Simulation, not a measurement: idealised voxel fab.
Process module under the name voxel self aligned contacts
Cross-section cut: width 295 nm, square cells of 5 nm.
This document writes a cross-section as a grid whose cells are square, and gives it as bands, listed from the top down; one or more rows of cells form a band.
Top, bottom (nm), then materials left to right with widths (nm); lone material tagged "edge to edge" fills the whole band edge to edge; "blank" = empty space.
Measure heights from 0. That's the level where, below it, the as-received wafer is all one material. The lowest band is bottomless and extends downward; write it as in "0..down".
Width spec "30->40" -> top row of cells at first value, bottom row at second value, equal per-row change in between.
Any step labelled "no modifications" changed none of the cells in the cross-section.
In the "Unvented voids" entry, you get each enclosed empty space of 8 cells or more, one with no open way to the top, written width x height at distance, distance from the left edge, in nm.
Heads up: the bit after the settings on a step's line is the simulator's remark on that step.
For masked steps, "overlay nm" on the step line gives how far right of plan the mask actually lay; a minus sign means it lay to the left.
# Process steps (planned)
1) RECEIVE [material Si]
2) CONFORMAL_DEP [material SiO2] [thk nm 5]
3) DIRECTIONAL_DEP [material polySi] [thk nm 20]
4) DIRECTIONAL_DEP [material SiN] [thk nm 20]
5) DIRECTIONAL_DEP [material aC] [thk nm 10]
6) PATTERN [tone cover] [mask id GATE] [material resist] [width nm 30] [pitch nm 75] [thk nm 25] [overlay nm 0]
7) DIRECTIONAL_ETCH [etch materials aC] [depth nm 10]
8) STRIP [etch materials resist]
9) DIRECTIONAL_ETCH [etch materials SiN] [depth nm 20]
10) DIRECTIONAL_ETCH [etch materials polySi] [depth nm 20]
11) STRIP [etch materials aC]
12) CONFORMAL_DEP [material SiN] [thk nm 10]
13) DIRECTIONAL_ETCH [etch materials SiN] [depth nm 10]
14) FILL_DEP [material SiO2] [thk nm 20]
15) CMP [height nm 55]
16) DIRECTIONAL_DEP [material aC] [thk nm 15]
17) PATTERN [tone open] [mask id CONTACT] [material resist] [width nm 55] [thk nm 30] [overlay nm 0]
18) DIRECTIONAL_ETCH [etch materials aC] [depth nm 15]
19) STRIP [etch materials resist]
20) DIRECTIONAL_ETCH [etch materials SiO2] [depth nm 55]
21) STRIP [etch materials aC]
22) CONFORMAL_DEP [material TiN] [thk nm 5]
23) FILL_DEP [material W] [thk nm 5]
24) CMP [height nm 55]
25) CONFORMAL_DEP [material SiN] [thk nm 5]
# First wafer of two (run as planned)
# Wafer cross-section on receipt, i.e. after step 1
- 0..down: Si edge to edge
- Unvented voids: none
# Wafer after step 2 (cross-section)
- 5..0: SiO2 edge to edge
- Under the height 0 nothing was changed.
# Wafer after step 3 (cross-section)
- 25..5: polySi edge to edge
- Under the height 5 nothing was changed.
# Wafer after step 4 (cross-section)
- 45..25: SiN edge to edge
- Under the height 25 nothing was changed.
# Wafer after step 5 (cross-section)
- 55..45: aC edge to edge
- Under the height 45 nothing was changed.
# Wafer after step 6 (cross-section)
- 80..55: 95 nm blank, 30 nm resist, 45 nm blank, 30 nm resist, 95 nm blank
- Under the height 55 nothing was changed.
# Wafer after step 7 (cross-section)
- 70..55: 95 nm blank, 30 nm resist, 45 nm blank, 30 nm resist, 95 nm blank
- 55..45: 95 nm blank, 30 nm aC, 45 nm blank, 30 nm aC, 95 nm blank
- Under the height 45 nothing was changed.
# Wafer after step 8 (cross-section)
- 55..45: 95 nm blank, 30 nm aC, 45 nm blank, 30 nm aC, 95 nm blank
- Under the height 45 nothing was changed.
# Wafer after step 9 (cross-section)
- 55..45: 95 nm blank, 30 nm aC, 45 nm blank, 30 nm aC, 95 nm blank
- 45..25: 95 nm blank, 30 nm SiN, 45 nm blank, 30 nm SiN, 95 nm blank
- Under the height 25 nothing was changed.
# Wafer after step 10 (cross-section)
- 55..45: 95 nm blank, 30 nm aC, 45 nm blank, 30 nm aC, 95 nm blank
- 45..25: 95 nm blank, 30 nm SiN, 45 nm blank, 30 nm SiN, 95 nm blank
- 25..5: 95 nm blank, 30 nm polySi, 45 nm blank, 30 nm polySi, 95 nm blank
- Under the height 5 nothing was changed.
# Wafer after step 11 (cross-section)
- 45..25: 95 nm blank, 30 nm SiN, 45 nm blank, 30 nm SiN, 95 nm blank
- Under the height 25 nothing was changed.
# Wafer after step 12 (cross-section)
- 55..25: 85 nm blank, 50 nm SiN, 25 nm blank, 50 nm SiN, 85 nm blank
- 25..15: 85 nm blank, 10 nm SiN, 30 nm polySi, 10 nm SiN, 25 nm blank, 10 nm SiN, 30 nm polySi, 10 nm SiN, 85 nm blank
- 15..5: 95 nm SiN, 30 nm polySi, 45 nm SiN, 30 nm polySi, 95 nm SiN
- Under the height 5 nothing was changed.
# Wafer after step 13 (cross-section)
- 45..25: 85 nm blank, 50 nm SiN, 25 nm blank, 50 nm SiN, 85 nm blank
- 25..5: 85 nm blank, 10 nm SiN, 30 nm polySi, 10 nm SiN, 25 nm blank, 10 nm SiN, 30 nm polySi, 10 nm SiN, 85 nm blank
- Under the height 5 nothing was changed.
# Wafer after step 14 (cross-section)
- 65..45: SiO2 edge to edge
- 45..25: 85 nm SiO2, 50 nm SiN, 25 nm SiO2, 50 nm SiN, 85 nm SiO2
- 25..5: 85 nm SiO2, 10 nm SiN, 30 nm polySi, 10 nm SiN, 25 nm SiO2, 10 nm SiN, 30 nm polySi, 10 nm SiN, 85 nm SiO2
- Under the height 5 nothing was changed.
# Wafer after step 15 (cross-section)
- 55..45: SiO2 edge to edge
- Under the height 45 nothing was changed.
# Wafer after step 16 (cross-section)
- 70..55: aC edge to edge
- Under the height 55 nothing was changed.
# Wafer after step 17 (cross-section)
- 100..70: 120 nm resist, 55 nm blank, 120 nm resist
- Under the height 70 nothing was changed.
# Wafer after step 18 (cross-section)
- 85..70: 120 nm resist, 55 nm blank, 120 nm resist
- 70..55: 120 nm aC, 55 nm blank, 120 nm aC
- Under the height 55 nothing was changed.
# Wafer after step 19 (cross-section)
- 70..55: 120 nm aC, 55 nm blank, 120 nm aC
- Under the height 55 nothing was changed.
# Wafer after step 20 (cross-section)
- 70..55: 120 nm aC, 55 nm blank, 120 nm aC
- 55..45: 120 nm SiO2, 55 nm blank, 120 nm SiO2
- 45..25: 85 nm SiO2, 50 nm SiN, 25 nm blank, 50 nm SiN, 85 nm SiO2
- 25..5: 85 nm SiO2, 10 nm SiN, 30 nm polySi, 10 nm SiN, 25 nm blank, 10 nm SiN, 30 nm polySi, 10 nm SiN, 85 nm SiO2
- 5..0: 135 nm SiO2, 25 nm blank, 135 nm SiO2
- Under the height 0 nothing was changed.
# Wafer after step 21 (cross-section)
- 55..45: 120 nm SiO2, 55 nm blank, 120 nm SiO2
- Under the height 45 nothing was changed.
# Wafer after step 22 (cross-section)
- 60..55: 125 nm TiN, 45 nm blank, 125 nm TiN
- 55..45: 120 nm SiO2, 5->20 nm TiN, 45->15 nm blank, 5->20 nm TiN, 120 nm SiO2
- 45..25: 85 nm SiO2, 50 nm SiN, 5 nm TiN, 15 nm blank, 5 nm TiN, 50 nm SiN, 85 nm SiO2
- 25..5: 85 nm SiO2, 10 nm SiN, 30 nm polySi, 10 nm SiN, 5 nm TiN, 15 nm blank, 5 nm TiN, 10 nm SiN, 30 nm polySi, 10 nm SiN, 85 nm SiO2
- 5..0: 135 nm SiO2, 25 nm TiN, 135 nm SiO2
- Under the height 0 nothing was changed.
# Wafer after step 23 (cross-section)
- 65..60: W edge to edge
- 60..55: 125 nm TiN, 45 nm W, 125 nm TiN
- 55..45: 120 nm SiO2, 5->20 nm TiN, 45->15 nm W, 5->20 nm TiN, 120 nm SiO2
- 45..25: 85 nm SiO2, 50 nm SiN, 5 nm TiN, 15 nm W, 5 nm TiN, 50 nm SiN, 85 nm SiO2
- 25..5: 85 nm SiO2, 10 nm SiN, 30 nm polySi, 10 nm SiN, 5 nm TiN, 15 nm W, 5 nm TiN, 10 nm SiN, 30 nm polySi, 10 nm SiN, 85 nm SiO2
- Under the height 5 nothing was changed.
# Wafer after step 24 (cross-section)
- 55..45: 120 nm SiO2, 5->20 nm TiN, 45->15 nm W, 5->20 nm TiN, 120 nm SiO2
- Under the height 45 nothing was changed.
# Wafer after step 25 (cross-section)
- 60..55: SiN edge to edge
- Under the height 55 nothing was changed.
# The second wafer began exactly as the first did and followed the same plan, but one mistake was made while running it; through step 2 inclusive, the two wafers are identical
# Cross-section of the second wafer when, according to plan, step 3 should have finished
- 25..5: SiN edge to edge
- Under the height 5 nothing was changed.
# Cross-section of the second wafer when, according to plan, step 4 should have finished
- 45..25: polySi edge to edge
- Under the height 25 nothing was changed.
# Cross-section of the second wafer when, according to plan, step 5 should have finished
- 55..45: aC edge to edge
- Under the height 45 nothing was changed.
# Cross-section of the second wafer when, according to plan, step 6 should have finished
- 80..55: 95 nm blank, 30 nm resist, 45 nm blank, 30 nm resist, 95 nm blank
- Under the height 55 nothing was changed.
# Cross-section of the second wafer when, according to plan, step 7 should have finished
- 70..55: 95 nm blank, 30 nm resist, 45 nm blank, 30 nm resist, 95 nm blank
- 55..45: 95 nm blank, 30 nm aC, 45 nm blank, 30 nm aC, 95 nm blank
- Under the height 45 nothing was changed.
# Cross-section of the second wafer when, according to plan, step 8 should have finished
- 55..45: 95 nm blank, 30 nm aC, 45 nm blank, 30 nm aC, 95 nm blank
- Under the height 45 nothing was changed.
Cross-section of the second wafer when, according to plan, step 9 should have finished: no modifications
# Cross-section of the second wafer when, according to plan, step 10 should have finished
- 55..45: 95 nm blank, 30 nm aC, 45 nm blank, 30 nm aC, 95 nm blank
- 45..25: 95 nm blank, 30 nm polySi, 45 nm blank, 30 nm polySi, 95 nm blank
- Under the height 25 nothing was changed.
# Cross-section of the second wafer when, according to plan, step 11 should have finished
- 45..25: 95 nm blank, 30 nm polySi, 45 nm blank, 30 nm polySi, 95 nm blank
- Under the height 25 nothing was changed.
# Cross-section of the second wafer when, according to plan, step 12 should have finished
- 55..45: 85 nm blank, 50 nm SiN, 25 nm blank, 50 nm SiN, 85 nm blank
- 45..35: 85 nm blank, 10 nm SiN, 30 nm polySi, 10 nm SiN, 25 nm blank, 10 nm SiN, 30 nm polySi, 10 nm SiN, 85 nm blank
- 35..25: 95 nm SiN, 30 nm polySi, 45 nm SiN, 30 nm polySi, 95 nm SiN
- Under the height 25 nothing was changed.
# Cross-section of the second wafer when, according to plan, step 13 should have finished
- 45..25: 85 nm blank, 10 nm SiN, 30 nm polySi, 10 nm SiN, 25 nm blank, 10 nm SiN, 30 nm polySi, 10 nm SiN, 85 nm blank
- Under the height 25 nothing was changed.
# Cross-section of the second wafer when, according to plan, step 14 should have finished
- 65..45: SiO2 edge to edge
- 45..25: 85 nm SiO2, 10 nm SiN, 30 nm polySi, 10 nm SiN, 25 nm SiO2, 10 nm SiN, 30 nm polySi, 10 nm SiN, 85 nm SiO2
- Under the height 25 nothing was changed.
# Cross-section of the second wafer when, according to plan, step 15 should have finished
- 55..45: SiO2 edge to edge
- Under the height 45 nothing was changed.
# Cross-section of the second wafer when, according to plan, step 16 should have finished
- 70..55: aC edge to edge
- Under the height 55 nothing was changed.
# Cross-section of the second wafer when, according to plan, step 17 should have finished
- 100..70: 120 nm resist, 55 nm blank, 120 nm resist
- Under the height 70 nothing was changed.
# Cross-section of the second wafer when, according to plan, step 18 should have finished
- 85..70: 120 nm resist, 55 nm blank, 120 nm resist
- 70..55: 120 nm aC, 55 nm blank, 120 nm aC
- Under the height 55 nothing was changed.
# Cross-section of the second wafer when, according to plan, step 19 should have finished
- 70..55: 120 nm aC, 55 nm blank, 120 nm aC
- Under the height 55 nothing was changed.
# Cross-section of the second wafer when, according to plan, step 20 should have finished
- 70..55: 120 nm aC, 55 nm blank, 120 nm aC
- 55..45: 120 nm SiO2, 55 nm blank, 120 nm SiO2
- 45..25: 85 nm SiO2, 10 nm SiN, 30 nm polySi, 10 nm SiN, 25 nm blank, 10 nm SiN, 30 nm polySi, 10 nm SiN, 85 nm SiO2
- Under the height 25 nothing was changed.
# Cross-section of the second wafer when, according to plan, step 21 should have finished
- 55..45: 120 nm SiO2, 55 nm blank, 120 nm SiO2
- Under the height 45 nothing was changed.
# Cross-section of the second wafer when, according to plan, step 22 should have finished
- 60..55: 125 nm TiN, 45 nm blank, 125 nm TiN
- 55..45: 120 nm SiO2, 5->20 nm TiN, 45->15 nm blank, 5->20 nm TiN, 120 nm SiO2
- 45..30: 85 nm SiO2, 10 nm SiN, 30 nm polySi, 10 nm SiN, 5 nm TiN, 15 nm blank, 5 nm TiN, 10 nm SiN, 30 nm polySi, 10 nm SiN, 85 nm SiO2
- 30..25: 85 nm SiO2, 10 nm SiN, 30 nm polySi, 10 nm SiN, 25 nm TiN, 10 nm SiN, 30 nm polySi, 10 nm SiN, 85 nm SiO2
- Under the height 25 nothing was changed.
# Cross-section of the second wafer when, according to plan, step 23 should have finished
- 65..60: W edge to edge
- 60..55: 125 nm TiN, 45 nm W, 125 nm TiN
- 55..45: 120 nm SiO2, 5->20 nm TiN, 45->15 nm W, 5->20 nm TiN, 120 nm SiO2
- 45..30: 85 nm SiO2, 10 nm SiN, 30 nm polySi, 10 nm SiN, 5 nm TiN, 15 nm W, 5 nm TiN, 10 nm SiN, 30 nm polySi, 10 nm SiN, 85 nm SiO2
- Under the height 30 nothing was changed.
# Cross-section of the second wafer when, according to plan, step 24 should have finished
- 55..45: 120 nm SiO2, 5->20 nm TiN, 45->15 nm W, 5->20 nm TiN, 120 nm SiO2
- Under the height 45 nothing was changed.
# Cross-section of the second wafer when, according to plan, step 25 should have finished
- 60..55: SiN edge to edge
- Under the height 55 nothing was changed.
Processing error: the run placed steps 3 and 4 each in the position the plan gave to the other
Final wafer comparison in cells, second versus first, more or fewer per material: SiN +156; SiO2 -131; TiN -10; W -15
